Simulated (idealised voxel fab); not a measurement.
Process module in this document: voxel tone inversion
Displayed cross-section: cut, width of 175 nm, square cells sized 5 nm.
Reading order for cross-sections: top band down to bottom band. Underlying form: a grid of square cells. Band size: one or more rows of cells.
The entry gives the band's vertical extent as a top height and a bottom height in nm, then its horizontal make-up as materials from left to right, each with a width in nm. "blank" stands for empty space; a single material marked "edge to edge" fills the band edge to edge.
Zero point of the height axis is 0; under it, received wafer = one material. Lowest band: continues down indefinitely, "from 0 down".
Read "30..40" as a graded width: first number on top, second number at the bottom, same change between each pair of neighbouring rows.
"nothing got changed" (step): cross-section cells unchanged, all of them.
Reported under the label "Sealed internal cavities" are the empty spaces having no open way to the top and comprising 8 cells or more; the notation for each is width x height at distance, in which the distance is measured from the left edge and all three values are in nm.
Step line, after settings: the simulator's comment on this step.
overlay nm: mask offset rightward from planned place, masked step; negative means leftward offset.

**Intended process steps**
1) RECEIVE (material Si)
2) CONFORMAL_DEP (material SiN; thk nm 5)
3) DIRECTIONAL_DEP (material aC; thk nm 20)
4) PATTERN (tone cover; mask id POSTS; material resist; width nm 25; pitch nm 40; thk nm 25; overlay nm 0)
5) DIRECTIONAL_ETCH (etch materials aC; depth nm 20)
6) STRIP (etch materials resist)
7) FILL_DEP (material SiO2; thk nm 10)
8) CMP (height nm 25)
9) STRIP (etch materials aC)
10) CONFORMAL_DEP (material TiN; thk nm 5)
11) FILL_DEP (material Cu; thk nm 5)
12) CMP (height nm 25)
13) CONFORMAL_DEP (material SiN; thk nm 5)

**Of two wafers, the first: run according to plan**

**As received (post step 1): cross-section**
> from 0 down  Si edge to edge
> Sealed internal cavities: none

**Presented here is a cross-section of the wafer after step 2 has been performed**
> from 5 to 0  SiN edge to edge
> Heights below 0 show no change.

**Presented here is a cross-section of the wafer after step 3 has been performed**
> from 25 to 5  aC edge to edge
> Heights below 5 show no change.

**Presented here is a cross-section of the wafer after step 4 has been performed**
> from 50 to 25  15 blank, then 25 resist, then 15 blank, then 25 resist, then 15 blank, then 25 resist, then 15 blank, then 25 resist, then 15 blank
> Heights below 25 show no change.

**Presented here is a cross-section of the wafer after step 5 has been performed**
> from 30 to 25  15 blank, then 25 resist, then 15 blank, then 25 resist, then 15 blank, then 25 resist, then 15 blank, then 25 resist, then 15 blank
> from 25 to 5  15 blank, then 25 aC, then 15 blank, then 25 aC, then 15 blank, then 25 aC, then 15 blank, then 25 aC, then 15 blank
> Heights below 5 show no change.

**Presented here is a cross-section of the wafer after step 6 has been performed**
> from 25 to 5  15 blank, then 25 aC, then 15 blank, then 25 aC, then 15 blank, then 25 aC, then 15 blank, then 25 aC, then 15 blank
> Heights below 5 show no change.

**Presented here is a cross-section of the wafer after step 7 has been performed**
> from 35 to 25  SiO2 edge to edge
> from 25 to 5  15 SiO2, then 25 aC, then 15 SiO2, then 25 aC, then 15 SiO2, then 25 aC, then 15 SiO2, then 25 aC, then 15 SiO2
> Heights below 5 show no change.

**Presented here is a cross-section of the wafer after step 8 has been performed**
> from 25 to 5  15 SiO2, then 25 aC, then 15 SiO2, then 25 aC, then 15 SiO2, then 25 aC, then 15 SiO2, then 25 aC, then 15 SiO2
> Heights below 5 show no change.

**Presented here is a cross-section of the wafer after step 9 has been performed**
> from 25 to 5  15 SiO2, then 25 blank, then 15 SiO2, then 25 blank, then 15 SiO2, then 25 blank, then 15 SiO2, then 25 blank, then 15 SiO2
> Heights below 5 show no change.

**Presented here is a cross-section of the wafer after step 10 has been performed**
> from 30 to 25  20 TiN, then 15 blank, then 25 TiN, then 15 blank, then 25 TiN, then 15 blank, then 25 TiN, then 15 blank, then 20 TiN
> from 25 to 10  15 SiO2, then 5 TiN, then 15 blank, then 5 TiN, then 15 SiO2, then 5 TiN, then 15 blank, then 5 TiN, then 15 SiO2, then 5 TiN, then 15 blank, then 5 TiN, then 15 SiO2, then 5 TiN, then 15 blank, then 5 TiN, then 15 SiO2
> from 10 to 5  15 SiO2, then 25 TiN, then 15 SiO2, then 25 TiN, then 15 SiO2, then 25 TiN, then 15 SiO2, then 25 TiN, then 15 SiO2
> Heights below 5 show no change.

**Presented here is a cross-section of the wafer after step 11 has been performed**
> from 35 to 30  Cu edge to edge
> from 30 to 25  20 TiN, then 15 Cu, then 25 TiN, then 15 Cu, then 25 TiN, then 15 Cu, then 25 TiN, then 15 Cu, then 20 TiN
> from 25 to 10  15 SiO2, then 5 TiN, then 15 Cu, then 5 TiN, then 15 SiO2, then 5 TiN, then 15 Cu, then 5 TiN, then 15 SiO2, then 5 TiN, then 15 Cu, then 5 TiN, then 15 SiO2, then 5 TiN, then 15 Cu, then 5 TiN, then 15 SiO2
> Heights below 10 show no change.

**Presented here is a cross-section of the wafer after step 12 has been performed**
> from 25 to 10  15 SiO2, then 5 TiN, then 15 Cu, then 5 TiN, then 15 SiO2, then 5 TiN, then 15 Cu, then 5 TiN, then 15 SiO2, then 5 TiN, then 15 Cu, then 5 TiN, then 15 SiO2, then 5 TiN, then 15 Cu, then 5 TiN, then 15 SiO2
> Heights below 10 show no change.

**Presented here is a cross-section of the wafer after step 13 has been performed**
> from 30 to 25  SiN edge to edge
> Heights below 25 show no change.

**The second wafer: identical to the first at the outset and in its planned sequence, differing only in that one mistake was made during processing; up to and including step 11, its path is the first wafer's path**

**The second wafer cut through, at the time step 12 was supposed to be finished**
> from 15 to 10  15 SiO2, then 5 TiN, then 15 Cu, then 5 TiN, then 15 SiO2, then 5 TiN, then 15 Cu, then 5 TiN, then 15 SiO2, then 5 TiN, then 15 Cu, then 5 TiN, then 15 SiO2, then 5 TiN, then 15 Cu, then 5 TiN, then 15 SiO2
> Heights below 10 show no change.

**The second wafer cut through, at the time step 13 was supposed to be finished**
> from 20 to 15  SiN edge to edge
> Heights below 15 show no change.
Nonconformance to the process plan: step 12 did not use the planned setting and instead ran as CMP (height nm 15)
Counted in cells at the end, the second wafer holds more or fewer of these materials than the first: Cu -24, SiO2 -30, TiN -16
